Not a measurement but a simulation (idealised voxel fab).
Process module name: voxel wiring stack
Section shown: cut. Width: 225 nm. Cell size: 5 nm, square.
Cross-section spec: square-cell grid; bands listed top down; each band is one or more rows.
Band: top and bottom heights (nm) first, top before bottom; then materials from left to right, widths in nm. "everywhere" marks a sole material filling the band edge to edge. "empty" denotes empty space.
Heights are expressed relative to 0, this being the level below which the as-received wafer comprises one material exclusively. The lowest band is unbounded in the downward direction and is denoted as in "0 and below".
A two-number width, for instance "30 to 40", indicates that the width is equal to the first number in the top row of the band and to the second number in the bottom row, and that it changes by a constant amount per row of cells.
The designation "nothing was modified", where it is given for a processing step, indicates that no cell of the cross-section was altered in the course of that step.
Enclosed voids (no open way to top), threshold 8 cells or more, entry "Sealed internal cavities", notation width x height at distance, distance from left edge, nm.
Post-settings text on a step line: simulator's own remark regarding the step.
"overlay nm" answers the question of how far to the right of plan the mask lay on a step that has a mask, and when it is negative the answer is to the left.
Each pair below shows a cross-section before one step and the cross-section after it, down to the lowest band that changed. The line under each pair gives the step between them, with its settings. The pairs can come from different runs of this module on the same starting wafer, so a pair continues from the pair above only where its "Prior state" says so.
## Prior state
- 0 and below | Si everywhere
- Sealed internal cavities: none
## Section After Processing
- 10 down to 0 | SiO2 everywhere
- For the remainder of the cross-section, below 0, there is no change.
- Sealed internal cavities: none
Upper to lower cross-section via CONFORMAL_DEP (material SiO2; thk nm 10)
Prior state: carried over from the after image of the pair right above.
## Section After Processing
- 15 down to 10 | SiN everywhere
- For the remainder of the cross-section, below 10, there is no change.
- Sealed internal cavities: none
Upper to lower cross-section via CONFORMAL_DEP (material SiN; thk nm 5)
Prior state: carried over from the after image of the pair right above.
## Section After Processing
- 30 down to 15 | lowk everywhere
- For the remainder of the cross-section, below 15, there is no change.
- Sealed internal cavities: none
Upper to lower cross-section via DIRECTIONAL_DEP (material lowk; thk nm 15)
Prior state: carried over from the after image of the pair right above.
## Section After Processing
- 30 down to 15 | 65 lowk; 20 empty; 15 lowk; 20 empty; 15 lowk; 20 empty; 70 lowk
- For the remainder of the cross-section, below 15, there is no change.
- Sealed internal cavities: none
Upper to lower cross-section via MASKED_ETCH (tone open; mask id METAL_1; width nm 20; pitch nm 35; etch materials lowk; depth nm 15; overlay nm 0)
Prior state: carried over from the after image of the pair right above.
## Section After Processing
- 30 down to 15 | 65 lowk; 20 empty; 15 lowk; 20 empty; 15 lowk; 20 empty; 70 lowk
- 15 down to 10 | 65 SiN; 20 empty; 15 SiN; 20 empty; 15 SiN; 20 empty; 70 SiN
- For the remainder of the cross-section, below 10, there is no change.
- Sealed internal cavities: none
Upper to lower cross-section via MASKED_ETCH (tone open; mask id METAL_1; width nm 20; pitch nm 35; etch materials SiN; depth nm 5; overlay nm 0)
Prior state: carried over from the after image of the pair right above.
## Section After Processing
- 35 down to 30 | 70 TiN; 10 empty; 25 TiN; 10 empty; 25 TiN; 10 empty; 75 TiN
- 30 down to 15 | 65 lowk; 5 TiN; 10 empty; 5 TiN; 15 lowk; 5 TiN; 10 empty; 5 TiN; 15 lowk; 5 TiN; 10 empty; 5 TiN; 70 lowk
- 15 down to 10 | 65 SiN; 20 TiN; 15 SiN; 20 TiN; 15 SiN; 20 TiN; 70 SiN
- For the remainder of the cross-section, below 10, there is no change.
- Sealed internal cavities: none
Upper to lower cross-section via CONFORMAL_DEP (material TiN; thk nm 5)
Prior state: carried over from the after image of the pair right above.
## Section After Processing
- 40 down to 35 | Ru everywhere
- 35 down to 30 | 70 TiN; 10 Ru; 25 TiN; 10 Ru; 25 TiN; 10 Ru; 75 TiN
- 30 down to 15 | 65 lowk; 5 TiN; 10 Ru; 5 TiN; 15 lowk; 5 TiN; 10 Ru; 5 TiN; 15 lowk; 5 TiN; 10 Ru; 5 TiN; 70 lowk
- For the remainder of the cross-section, below 15, there is no change.
- Sealed internal cavities: none
Upper to lower cross-section via FILL_DEP (material Ru; thk nm 5)
Prior state: carried over from the after image of the pair right above.
## Section After Processing
- 30 down to 15 | 65 lowk; 5 TiN; 10 Ru; 5 TiN; 15 lowk; 5 TiN; 10 Ru; 5 TiN; 15 lowk; 5 TiN; 10 Ru; 5 TiN; 70 lowk
- For the remainder of the cross-section, below 15, there is no change.
- Sealed internal cavities: none
Upper to lower cross-section via CMP (height nm 30)
Prior state: carried over from the after image of the pair right above.
## Section After Processing
- 35 down to 30 | SiCN everywhere
- For the remainder of the cross-section, below 30, there is no change.
- Sealed internal cavities: none
Upper to lower cross-section via CONFORMAL_DEP (material SiCN; thk nm 5)
Prior state: carried over from the after image of the pair right above.
## Section After Processing
- 55 down to 35 | SiO2 everywhere
- For the remainder of the cross-section, below 35, there is no change.
- Sealed internal cavities: none
Upper to lower cross-section via DIRECTIONAL_DEP (material SiO2; thk nm 20)
Prior state: carried over from the after image of the pair right above.
## Section After Processing
- 55 down to 35 | 65 SiO2; 15 empty; 20 SiO2; 15 empty; 20 SiO2; 15 empty; 75 SiO2
- For the remainder of the cross-section, below 35, there is no change.
- Sealed internal cavities: none
Upper to lower cross-section via MASKED_ETCH (tone open; mask id PLUG_1; width nm 15; pitch nm 35; etch materials SiO2; depth nm 20; overlay nm 0)
Prior state: carried over from the after image of the pair right above.
## Section After Processing
- 55 down to 35 | 65 SiO2; 15 empty; 20 SiO2; 15 empty; 20 SiO2; 15 empty; 75 SiO2
- 35 down to 30 | 65 SiCN; 15 empty; 20 SiCN; 15 empty; 20 SiCN; 15 empty; 75 SiCN
- For the remainder of the cross-section, below 30, there is no change.
- Sealed internal cavities: none
Upper to lower cross-section via MASKED_ETCH (tone open; mask id PLUG_1; width nm 15; pitch nm 35; etch materials SiCN; depth nm 5; overlay nm 0)
Prior state: carried over from the after image of the pair right above.
## Section After Processing
- 60 down to 55 | 70 TiN; 5 empty; 30 TiN; 5 empty; 30 TiN; 5 empty; 80 TiN
- 55 down to 35 | 65 SiO2; 5 TiN; 5 empty; 5 TiN; 20 SiO2; 5 TiN; 5 empty; 5 TiN; 20 SiO2; 5 TiN; 5 empty; 5 TiN; 75 SiO2
- 35 down to 30 | 65 SiCN; 15 TiN; 20 SiCN; 15 TiN; 20 SiCN; 15 TiN; 75 SiCN
- For the remainder of the cross-section, below 30, there is no change.
- Sealed internal cavities: none
Upper to lower cross-section via CONFORMAL_DEP (material TiN; thk nm 5)
Prior state: carried over from the after image of the pair right above.
## Section After Processing
- 70 down to 60 | Ru everywhere
- 60 down to 55 | 70 TiN; 5 Ru; 30 TiN; 5 Ru; 30 TiN; 5 Ru; 80 TiN
- 55 down to 35 | 65 SiO2; 5 TiN; 5 Ru; 5 TiN; 20 SiO2; 5 TiN; 5 Ru; 5 TiN; 20 SiO2; 5 TiN; 5 Ru; 5 TiN; 75 SiO2
- For the remainder of the cross-section, below 35, there is no change.
- Sealed internal cavities: none
Upper to lower cross-section via FILL_DEP (material Ru; thk nm 10)
Prior state: carried over from the after image of the pair right above.
## Section After Processing
- 55 down to 35 | 65 SiO2; 5 TiN; 5 Ru; 5 TiN; 20 SiO2; 5 TiN; 5 Ru; 5 TiN; 20 SiO2; 5 TiN; 5 Ru; 5 TiN; 75 SiO2
- For the remainder of the cross-section, below 35, there is no change.
- Sealed internal cavities: none
Upper to lower cross-section via CMP (height nm 55)
Prior state: carried over from the after image of the pair right above.
## Section After Processing
- 60 down to 55 | SiCN everywhere
- For the remainder of the cross-section, below 55, there is no change.
- Sealed internal cavities: none
Upper to lower cross-section via CONFORMAL_DEP (material SiCN; thk nm 5)
Prior state: carried over from the after image of the pair right above.
## Section After Processing
- 80 down to 60 | lowk everywhere
- For the remainder of the cross-section, below 60, there is no change.
- Sealed internal cavities: none
Upper to lower cross-section via DIRECTIONAL_DEP (material lowk; thk nm 20)
Prior state: carried over from the after image of the pair right above.
## Section After Processing
- 100 down to 80 | 65 resist; 20 empty; 15 resist; 20 empty; 15 resist; 20 empty; 70 resist
- For the remainder of the cross-section, below 80, there is no change.
- Sealed internal cavities: none
Upper to lower cross-section via PATTERN (tone open; mask id METAL_2; material resist; width nm 20; pitch nm 35; thk nm 20; overlay nm 0)
Prior state: carried over from the after image of the pair right above.
## Section After Processing
- 100 down to 80 | 65 resist; 20 empty; 15 resist; 20 empty; 15 resist; 20 empty; 70 resist
- 80 down to 60 | 65 lowk; 20 empty; 15 lowk; 20 empty; 15 lowk; 20 empty; 70 lowk
- For the remainder of the cross-section, below 60, there is no change.
- Sealed internal cavities: none
Upper to lower cross-section via DIRECTIONAL_ETCH (etch materials lowk; depth nm 20)
Prior state: carried over from the after image of the pair right above.
## Section After Processing
- 100 down to 80 | 65 resist; 20 empty; 15 resist; 20 empty; 15 resist; 20 empty; 70 resist
- 80 down to 60 | 65 lowk; 20 empty; 15 lowk; 20 empty; 15 lowk; 20 empty; 70 lowk
- 60 down to 55 | 65 SiCN; 20 empty; 15 SiCN; 20 empty; 15 SiCN; 20 empty; 70 SiCN
- For the remainder of the cross-section, below 55, there is no change.
- Sealed internal cavities: none
Upper to lower cross-section via DIRECTIONAL_ETCH (etch materials SiCN; depth nm 5)
Prior state: carried over from the after image of the pair right above.
## Section After Processing
- 80 down to 60 | 65 lowk; 20 empty; 15 lowk; 20 empty; 15 lowk; 20 empty; 70 lowk
- For the remainder of the cross-section, below 60, there is no change.
- Sealed internal cavities: none
Upper to lower cross-section via STRIP (etch materials resist)
Prior state: carried over from the after image of the pair right above.
## Section After Processing
- 85 down to 80 | 70 TiN; 10 empty; 25 TiN; 10 empty; 25 TiN; 10 empty; 75 TiN
- 80 down to 60 | 65 lowk; 5 TiN; 10 empty; 5 TiN; 15 lowk; 5 TiN; 10 empty; 5 TiN; 15 lowk; 5 TiN; 10 empty; 5 TiN; 70 lowk
- 60 down to 55 | 65 SiCN; 20 TiN; 15 SiCN; 20 TiN; 15 SiCN; 20 TiN; 70 SiCN
- For the remainder of the cross-section, below 55, there is no change.
- Sealed internal cavities: none
Upper to lower cross-section via CONFORMAL_DEP (material TiN; thk nm 5)
Prior state: carried over from the after image of the pair right above.
## Section After Processing
- 90 down to 85 | W everywhere
- 85 down to 80 | 70 TiN; 10 W; 25 TiN; 10 W; 25 TiN; 10 W; 75 TiN
- 80 down to 60 | 65 lowk; 5 TiN; 10 W; 5 TiN; 15 lowk; 5 TiN; 10 W; 5 TiN; 15 lowk; 5 TiN; 10 W; 5 TiN; 70 lowk
- For the remainder of the cross-section, below 60, there is no change.
- Sealed internal cavities: none
Upper to lower cross-section via FILL_DEP (material W; thk nm 5)
Prior state: carried over from the after image of the pair right above.
## Section After Processing
- 80 down to 60 | 65 lowk; 5 TiN; 10 W; 5 TiN; 15 lowk; 5 TiN; 10 W; 5 TiN; 15 lowk; 5 TiN; 10 W; 5 TiN; 70 lowk
- For the remainder of the cross-section, below 60, there is no change.
- Sealed internal cavities: none
Upper to lower cross-section via CMP (height nm 80)
Prior state: carried over from the after image of the pair right above.
## Section After Processing
- 85 down to 80 | SiCN everywhere
- For the remainder of the cross-section, below 80, there is no change.
- Sealed internal cavities: none
Upper to lower cross-section via CONFORMAL_DEP (material SiCN; thk nm 5)
Prior state: carried over from the after image of the pair right above.
## Section After Processing
- 100 down to 85 | SiO2 everywhere
- For the remainder of the cross-section, below 85, there is no change.
- Sealed internal cavities: none
Upper to lower cross-section via DIRECTIONAL_DEP (material SiO2; thk nm 15)
Prior state: carried over from the after image of the pair right above.
## Section After Processing
- 120 down to 100 | 65 resist; 15 empty; 20 resist; 15 empty; 20 resist; 15 empty; 75 resist
- For the remainder of the cross-section, below 100, there is no change.
- Sealed internal cavities: none
Upper to lower cross-section via PATTERN (tone open; mask id PLUG_2; material resist; width nm 15; pitch nm 35; thk nm 20; overlay nm 0)
Prior state: carried over from the after image of the pair right above.
## Section After Processing
- 120 down to 100 | 65 resist; 15 empty; 20 resist; 15 empty; 20 resist; 15 empty; 75 resist
- 100 down to 85 | 65 SiO2; 15 empty; 20 SiO2; 15 empty; 20 SiO2; 15 empty; 75 SiO2
- For the remainder of the cross-section, below 85, there is no change.
- Sealed internal cavities: none
Upper to lower cross-section via DIRECTIONAL_ETCH (etch materials SiO2; depth nm 15)
Prior state: carried over from the after image of the pair right above.
## Section After Processing
- 120 down to 100 | 65 resist; 15 empty; 20 resist; 15 empty; 20 resist; 15 empty; 75 resist
- 100 down to 85 | 65 SiO2; 15 empty; 20 SiO2; 15 empty; 20 SiO2; 15 empty; 75 SiO2
- 85 down to 80 | 65 SiCN; 15 empty; 20 SiCN; 15 empty; 20 SiCN; 15 empty; 75 SiCN
- For the remainder of the cross-section, below 80, there is no change.
- Sealed internal cavities: none
Upper to lower cross-section via DIRECTIONAL_ETCH (etch materials SiCN; depth nm 5)
Prior state: carried over from the after image of the pair right above.
## Section After Processing
- 100 down to 85 | 65 SiO2; 15 empty; 20 SiO2; 15 empty; 20 SiO2; 15 empty; 75 SiO2
- For the remainder of the cross-section, below 85, there is no change.
- Sealed internal cavities: none
Upper to lower cross-section via STRIP (etch materials resist)
Prior state: carried over from the after image of the pair right above.
## Section After Processing
- 100 down to 90 | 65 SiO2; 15 empty; 20 SiO2; 15 empty; 20 SiO2; 15 empty; 75 SiO2
- 90 down to 85 | 65 SiO2; 15 Ru; 20 SiO2; 15 Ru; 20 SiO2; 15 Ru; 75 SiO2
- 85 down to 80 | 65 SiCN; 15 Ru; 20 SiCN; 15 Ru; 20 SiCN; 15 Ru; 75 SiCN
- For the remainder of the cross-section, below 80, there is no change.
- Sealed internal cavities: none
Upper to lower cross-section via EPI (material Ru; thk nm 10)
Prior state: carried over from the after image of the pair right above.
## Section After Processing
- 100 down to 85 | 65 SiO2; 15 Ru; 20 SiO2; 15 Ru; 20 SiO2; 15 Ru; 75 SiO2
- For the remainder of the cross-section, below 85, there is no change.
- Sealed internal cavities: none
Upper to lower cross-section via EPI (material Ru; thk nm 10)
Prior state: carried over from the after image of the pair right above.
## Section After Processing
- 105 down to 100 | TiN everywhere
- For the remainder of the cross-section, below 100, there is no change.
- Sealed internal cavities: none
Upper to lower cross-section via DIRECTIONAL_DEP (material TiN; thk nm 5)
Prior state: carried over from the after image of the pair right above.
## Section After Processing
- 130 down to 105 | Ru everywhere
- For the remainder of the cross-section, below 105, there is no change.
- Sealed internal cavities: none
Upper to lower cross-section via DIRECTIONAL_DEP (material Ru; thk nm 25)
Prior state: carried over from the after image of the pair right above.
## Section After Processing
- 130 down to 105 | 65 empty; 20 Ru; 15 empty; 20 Ru; 15 empty; 20 Ru; 70 empty
- For the remainder of the cross-section, below 105, there is no change.
- Sealed internal cavities: none
Upper to lower cross-section via MASKED_ETCH (tone cover; mask id METAL_3; width nm 20; pitch nm 35; etch materials Ru; depth nm 25; overlay nm 0)
Prior state: carried over from the after image of the pair right above.
## Section After Processing
- 130 down to 105 | 65 empty; 20 Ru; 15 empty; 20 Ru; 15 empty; 20 Ru; 70 empty
- 105 down to 100 | 65 empty; 20 TiN; 15 empty; 20 TiN; 15 empty; 20 TiN; 70 empty
- For the remainder of the cross-section, below 100, there is no change.
- Sealed internal cavities: none
Upper to lower cross-section via MASKED_ETCH (tone cover; mask id METAL_3; width nm 20; pitch nm 35; etch materials TiN; depth nm 5; overlay nm 0)
Prior state: carried over from the after image of the pair right above.
## Section After Processing
- 135 down to 130 | 60 empty; 30 SiCN; 5 empty; 30 SiCN; 5 empty; 30 SiCN; 65 empty
- 130 down to 105 | 60 empty; 5 SiCN; 20 Ru; 5 SiCN; 5 empty; 5 SiCN; 20 Ru; 5 SiCN; 5 empty; 5 SiCN; 20 Ru; 5 SiCN; 65 empty
- 105 down to 100 | 65 SiCN; 20 TiN; 15 SiCN; 20 TiN; 15 SiCN; 20 TiN; 70 SiCN
- For the remainder of the cross-section, below 100, there is no change.
- Sealed internal cavities: none
Upper to lower cross-section via CONFORMAL_DEP (material SiCN; thk nm 5)
Prior state: carried over from the after image of the pair right above.
## Section After Processing
- 140 down to 135 | lowk everywhere
- 135 down to 130 | 60 lowk; 30 SiCN; 5 lowk; 30 SiCN; 5 lowk; 30 SiCN; 65 lowk
- 130 down to 105 | 60 lowk; 5 SiCN; 20 Ru; 5 SiCN; 5 lowk; 5 SiCN; 20 Ru; 5 SiCN; 5 lowk; 5 SiCN; 20 Ru; 5 SiCN; 65 lowk
- For the remainder of the cross-section, below 105, there is no change.
- Sealed internal cavities: none
Upper to lower cross-section via FILL_DEP (material lowk; thk nm 5)
Prior state: carried over from the after image of the pair right above.
## Section After Processing
- 130 down to 105 | 60 lowk; 5 SiCN; 20 Ru; 5 SiCN; 5 lowk; 5 SiCN; 20 Ru; 5 SiCN; 5 lowk; 5 SiCN; 20 Ru; 5 SiCN; 65 lowk
- For the remainder of the cross-section, below 105, there is no change.
- Sealed internal cavities: none
Upper to lower cross-section via CMP (height nm 130)
Prior state: carried over from the after image of the pair right above.
## Section After Processing
- 135 down to 130 | SiCN everywhere
- For the remainder of the cross-section, below 130, there is no change.
- Sealed internal cavities: none
Upper to lower cross-section via CONFORMAL_DEP (material SiCN; thk nm 5)
## Prior state
- 100 down to 90 | 65 SiO2; 15 empty; 20 SiO2; 15 empty; 20 SiO2; 15 empty; 75 SiO2
- 90 down to 85 | 65 SiO2; 15 Ru; 20 SiO2; 15 Ru; 20 SiO2; 15 Ru; 75 SiO2
- 85 down to 80 | 65 SiCN; 15 Ru; 20 SiCN; 15 Ru; 20 SiCN; 15 Ru; 75 SiCN
- 80 down to 60 | 65 lowk; 5 TiN; 10 W; 5 TiN; 15 lowk; 5 TiN; 10 W; 5 TiN; 15 lowk; 5 TiN; 10 W; 5 TiN; 70 lowk
- 60 down to 55 | 65 SiCN; 20 TiN; 15 SiCN; 20 TiN; 15 SiCN; 20 TiN; 70 SiCN
- 55 down to 35 | 65 SiO2; 5 TiN; 5 Ru; 5 TiN; 20 SiO2; 5 TiN; 5 Ru; 5 TiN; 20 SiO2; 5 TiN; 5 Ru; 5 TiN; 75 SiO2
- 35 down to 30 | 65 SiCN; 15 TiN; 20 SiCN; 15 TiN; 20 SiCN; 15 TiN; 75 SiCN
- 30 down to 15 | 65 lowk; 5 TiN; 10 Ru; 5 TiN; 15 lowk; 5 TiN; 10 Ru; 5 TiN; 15 lowk; 5 TiN; 10 Ru; 5 TiN; 70 lowk
- 15 down to 10 | 65 SiN; 20 TiN; 15 SiN; 20 TiN; 15 SiN; 20 TiN; 70 SiN
- 10 down to 0 | SiO2 everywhere
- 0 and below | Si everywhere
- Sealed internal cavities: none
## Section After Processing
- 105 down to 100 | 65 TiN; 15 empty; 20 TiN; 15 empty; 20 TiN; 15 empty; 75 TiN
- 100 down to 95 | 65 SiO2; 15 empty; 20 SiO2; 15 empty; 20 SiO2; 15 empty; 75 SiO2
- 95 down to 90 | 65 SiO2; 15 TiN; 20 SiO2; 15 TiN; 20 SiO2; 15 TiN; 75 SiO2
- For the remainder of the cross-section, below 90, there is no change.
- Sealed internal cavities: none
Upper to lower cross-section via DIRECTIONAL_DEP (material TiN; thk nm 5)
Prior state: carried over from the after image of the pair right above.
## Section After Processing
- 130 down to 120 | 65 Ru; 15 empty; 20 Ru; 15 empty; 20 Ru; 15 empty; 75 Ru
- 120 down to 105 | Ru everywhere
- 105 down to 100 | 65 TiN; 15 Ru; 20 TiN; 15 Ru; 20 TiN; 15 Ru; 75 TiN
- 100 down to 95 | 65 SiO2; 15 Ru; 20 SiO2; 15 Ru; 20 SiO2; 15 Ru; 75 SiO2
- For the remainder of the cross-section, below 95, there is no change.
- Sealed internal cavities: none
Upper to lower cross-section via DIRECTIONAL_DEP (material Ru; thk nm 25)
Prior state: carried over from the after image of the pair right above.
## Section After Processing
- 130 down to 120 | 80 empty; 5 Ru; 30 empty; 5 Ru; 30 empty; 5 Ru; 70 empty
- 120 down to 105 | 65 empty; 20 Ru; 15 empty; 20 Ru; 15 empty; 20 Ru; 70 empty
- For the remainder of the cross-section, below 105, there is no change.
- Sealed internal cavities: none
Upper to lower cross-section via MASKED_ETCH (tone cover; mask id METAL_3; width nm 20; pitch nm 35; etch materials Ru; depth nm 25; overlay nm 0)
Prior state: carried over from the after image of the pair right above.
## Section After Processing
- 130 down to 120 | 80 empty; 5 Ru; 30 empty; 5 Ru; 30 empty; 5 Ru; 70 empty
- 120 down to 105 | 65 empty; 20 Ru; 15 empty; 20 Ru; 15 empty; 20 Ru; 70 empty
- 105 down to 100 | 65 empty; 15 Ru; 5 TiN; 15 empty; 15 Ru; 5 TiN; 15 empty; 15 Ru; 5 TiN; 70 empty
- For the remainder of the cross-section, below 100, there is no change.
- Sealed internal cavities: none
Upper to lower cross-section via MASKED_ETCH (tone cover; mask id METAL_3; width nm 20; pitch nm 35; etch materials TiN; depth nm 5; overlay nm 0)
Prior state: carried over from the after image of the pair right above.
## Section After Processing
- 135 down to 130 | 75 empty; 15 SiCN; 20 empty; 15 SiCN; 20 empty; 15 SiCN; 65 empty
- 130 down to 120 | 75 to 60 empty; 5 to 20 SiCN; 5 Ru; 5 SiCN; 20 to 5 empty; 5 to 20 SiCN; 5 Ru; 5 SiCN; 20 to 5 empty; 5 to 20 SiCN; 5 Ru; 5 SiCN; 65 empty
- 120 down to 105 | 60 empty; 5 SiCN; 20 Ru; 5 SiCN; 5 empty; 5 SiCN; 20 Ru; 5 SiCN; 5 empty; 5 SiCN; 20 Ru; 5 SiCN; 65 empty
- 105 down to 100 | 65 SiCN; 15 Ru; 5 TiN; 15 SiCN; 15 Ru; 5 TiN; 15 SiCN; 15 Ru; 5 TiN; 70 SiCN
- For the remainder of the cross-section, below 100, there is no change.
- Sealed internal cavities: none
Upper to lower cross-section via CONFORMAL_DEP (material SiCN; thk nm 5)
Prior state: carried over from the after image of the pair right above.
## Section After Processing
- 140 down to 135 | lowk everywhere
- 135 down to 130 | 75 lowk; 15 SiCN; 20 lowk; 15 SiCN; 20 lowk; 15 SiCN; 65 lowk
- 130 down to 120 | 75 to 60 lowk; 5 to 20 SiCN; 5 Ru; 5 SiCN; 20 to 5 lowk; 5 to 20 SiCN; 5 Ru; 5 SiCN; 20 to 5 lowk; 5 to 20 SiCN; 5 Ru; 5 SiCN; 65 lowk
- 120 down to 105 | 60 lowk; 5 SiCN; 20 Ru; 5 SiCN; 5 lowk; 5 SiCN; 20 Ru; 5 SiCN; 5 lowk; 5 SiCN; 20 Ru; 5 SiCN; 65 lowk
- For the remainder of the cross-section, below 105, there is no change.
- Sealed internal cavities: none
Upper to lower cross-section via FILL_DEP (material lowk; thk nm 5)
Prior state: carried over from the after image of the pair right above.
## Section After Processing
- 130 down to 120 | 75 to 60 lowk; 5 to 20 SiCN; 5 Ru; 5 SiCN; 20 to 5 lowk; 5 to 20 SiCN; 5 Ru; 5 SiCN; 20 to 5 lowk; 5 to 20 SiCN; 5 Ru; 5 SiCN; 65 lowk
- For the remainder of the cross-section, below 120, there is no change.
- Sealed internal cavities: none
Upper to lower cross-section via CMP (height nm 130)
Prior state: carried over from the after image of the pair right above.
## Section After Processing
- 135 down to 130 | SiCN everywhere
- For the remainder of the cross-section, below 130, there is no change.
- Sealed internal cavities: none
Upper to lower cross-section via CONFORMAL_DEP (material SiCN; thk nm 5)
## Prior state
- 100 down to 85 | SiO2 everywhere
- 85 down to 80 | SiCN everywhere
- 80 down to 60 | 65 lowk; 5 TiN; 10 W; 5 TiN; 15 lowk; 5 TiN; 10 W; 5 TiN; 15 lowk; 5 TiN; 10 W; 5 TiN; 70 lowk
- 60 down to 55 | 65 SiCN; 20 TiN; 15 SiCN; 20 TiN; 15 SiCN; 20 TiN; 70 SiCN
- 55 down to 35 | 65 SiO2; 5 TiN; 5 Ru; 5 TiN; 20 SiO2; 5 TiN; 5 Ru; 5 TiN; 20 SiO2; 5 TiN; 5 Ru; 5 TiN; 75 SiO2
- 35 down to 30 | 65 SiCN; 15 TiN; 20 SiCN; 15 TiN; 20 SiCN; 15 TiN; 75 SiCN
- 30 down to 15 | 65 lowk; 5 TiN; 10 Ru; 5 TiN; 15 lowk; 5 TiN; 10 Ru; 5 TiN; 15 lowk; 5 TiN; 10 Ru; 5 TiN; 70 lowk
- 15 down to 10 | 65 SiN; 20 TiN; 15 SiN; 20 TiN; 15 SiN; 20 TiN; 70 SiN
- 10 down to 0 | SiO2 everywhere
- 0 and below | Si everywhere
- Sealed internal cavities: none
## Section After Processing
- 115 down to 85 | SiO2 everywhere
- For the remainder of the cross-section, below 85, there is no change.
- Sealed internal cavities: none
Upper to lower cross-section via DIRECTIONAL_DEP (material SiO2; thk nm 15)
Prior state: carried over from the after image of the pair right above.
## Section After Processing
- 135 down to 115 | 65 resist; 15 empty; 20 resist; 15 empty; 20 resist; 15 empty; 75 resist
- For the remainder of the cross-section, below 115, there is no change.
- Sealed internal cavities: none
Upper to lower cross-section via PATTERN (tone open; mask id PLUG_2; material resist; width nm 15; pitch nm 35; thk nm 20; overlay nm 0)
Prior state: carried over from the after image of the pair right above.
## Section After Processing
- 135 down to 115 | 65 resist; 15 empty; 20 resist; 15 empty; 20 resist; 15 empty; 75 resist
- 115 down to 100 | 65 SiO2; 15 empty; 20 SiO2; 15 empty; 20 SiO2; 15 empty; 75 SiO2
- For the remainder of the cross-section, below 100, there is no change.
- Sealed internal cavities: none
Upper to lower cross-section via DIRECTIONAL_ETCH (etch materials SiO2; depth nm 15)
Prior state: carried over from the after image of the pair right above.
## Section After Processing
- 115 down to 100 | 65 SiO2; 15 empty; 20 SiO2; 15 empty; 20 SiO2; 15 empty; 75 SiO2
- For the remainder of the cross-section, below 100, there is no change.
- Sealed internal cavities: none
Upper to lower cross-section via STRIP (etch materials resist)
Prior state: carried over from the after image of the pair right above.
## Section After Processing
- 120 down to 115 | 65 TiN; 15 empty; 20 TiN; 15 empty; 20 TiN; 15 empty; 75 TiN
- 115 down to 105 | 65 SiO2; 15 empty; 20 SiO2; 15 empty; 20 SiO2; 15 empty; 75 SiO2
- 105 down to 100 | 65 SiO2; 15 TiN; 20 SiO2; 15 TiN; 20 SiO2; 15 TiN; 75 SiO2
- For the remainder of the cross-section, below 100, there is no change.
- Sealed internal cavities: none
Upper to lower cross-section via DIRECTIONAL_DEP (material TiN; thk nm 5)
Prior state: carried over from the after image of the pair right above.
## Section After Processing
- 145 down to 130 | 65 Ru; 15 empty; 20 Ru; 15 empty; 20 Ru; 15 empty; 75 Ru
- 130 down to 120 | Ru everywhere
- 120 down to 115 | 65 TiN; 15 Ru; 20 TiN; 15 Ru; 20 TiN; 15 Ru; 75 TiN
- 115 down to 105 | 65 SiO2; 15 Ru; 20 SiO2; 15 Ru; 20 SiO2; 15 Ru; 75 SiO2
- For the remainder of the cross-section, below 105, there is no change.
- Sealed internal cavities: none
Upper to lower cross-section via DIRECTIONAL_DEP (material Ru; thk nm 25)
Prior state: carried over from the after image of the pair right above.
## Section After Processing
- 145 down to 130 | 80 empty; 5 Ru; 30 empty; 5 Ru; 30 empty; 5 Ru; 70 empty
- 130 down to 120 | 65 empty; 20 Ru; 15 empty; 20 Ru; 15 empty; 20 Ru; 70 empty
- For the remainder of the cross-section, below 120, there is no change.
- Sealed internal cavities: none
Upper to lower cross-section via MASKED_ETCH (tone cover; mask id METAL_3; width nm 20; pitch nm 35; etch materials Ru; depth nm 25; overlay nm 0)
Prior state: carried over from the after image of the pair right above.
## Section After Processing
- 145 down to 130 | 80 empty; 5 Ru; 30 empty; 5 Ru; 30 empty; 5 Ru; 70 empty
- 130 down to 120 | 65 empty; 20 Ru; 15 empty; 20 Ru; 15 empty; 20 Ru; 70 empty
- 120 down to 115 | 65 empty; 15 Ru; 5 TiN; 15 empty; 15 Ru; 5 TiN; 15 empty; 15 Ru; 5 TiN; 70 empty
- For the remainder of the cross-section, below 115, there is no change.
- Sealed internal cavities: none
Upper to lower cross-section via MASKED_ETCH (tone cover; mask id METAL_3; width nm 20; pitch nm 35; etch materials TiN; depth nm 5; overlay nm 0)
Prior state: carried over from the after image of the pair right above.
## Section After Processing
- 150 down to 145 | 75 empty; 15 SiCN; 20 empty; 15 SiCN; 20 empty; 15 SiCN; 65 empty
- 145 down to 135 | 75 empty; 5 SiCN; 5 Ru; 5 SiCN; 20 empty; 5 SiCN; 5 Ru; 5 SiCN; 20 empty; 5 SiCN; 5 Ru; 5 SiCN; 65 empty
- 135 down to 130 | 60 empty; 20 SiCN; 5 Ru; 5 SiCN; 5 empty; 20 SiCN; 5 Ru; 5 SiCN; 5 empty; 20 SiCN; 5 Ru; 5 SiCN; 65 empty
- 130 down to 120 | 60 empty; 5 SiCN; 20 Ru; 5 SiCN; 5 empty; 5 SiCN; 20 Ru; 5 SiCN; 5 empty; 5 SiCN; 20 Ru; 5 SiCN; 65 empty
- 120 down to 115 | 65 SiCN; 15 Ru; 5 TiN; 15 SiCN; 15 Ru; 5 TiN; 15 SiCN; 15 Ru; 5 TiN; 70 SiCN
- For the remainder of the cross-section, below 115, there is no change.
- Sealed internal cavities: none
Upper to lower cross-section via CONFORMAL_DEP (material SiCN; thk nm 5)
Prior state: carried over from the after image of the pair right above.
## Section After Processing
- 155 down to 150 | lowk everywhere
- 150 down to 145 | 75 lowk; 15 SiCN; 20 lowk; 15 SiCN; 20 lowk; 15 SiCN; 65 lowk
- 145 down to 135 | 75 lowk; 5 SiCN; 5 Ru; 5 SiCN; 20 lowk; 5 SiCN; 5 Ru; 5 SiCN; 20 lowk; 5 SiCN; 5 Ru; 5 SiCN; 65 lowk
- 135 down to 130 | 60 lowk; 20 SiCN; 5 Ru; 5 SiCN; 5 lowk; 20 SiCN; 5 Ru; 5 SiCN; 5 lowk; 20 SiCN; 5 Ru; 5 SiCN; 65 lowk
- 130 down to 120 | 60 lowk; 5 SiCN; 20 Ru; 5 SiCN; 5 lowk; 5 SiCN; 20 Ru; 5 SiCN; 5 lowk; 5 SiCN; 20 Ru; 5 SiCN; 65 lowk
- For the remainder of the cross-section, below 120, there is no change.
- Sealed internal cavities: none
Upper to lower cross-section via FILL_DEP (material lowk; thk nm 5)
Prior state: carried over from the after image of the pair right above.
## Section After Processing
- 130 down to 120 | 60 lowk; 5 SiCN; 20 Ru; 5 SiCN; 5 lowk; 5 SiCN; 20 Ru; 5 SiCN; 5 lowk; 5 SiCN; 20 Ru; 5 SiCN; 65 lowk
- For the remainder of the cross-section, below 120, there is no change.
- Sealed internal cavities: none
Upper to lower cross-section via CMP (height nm 130)
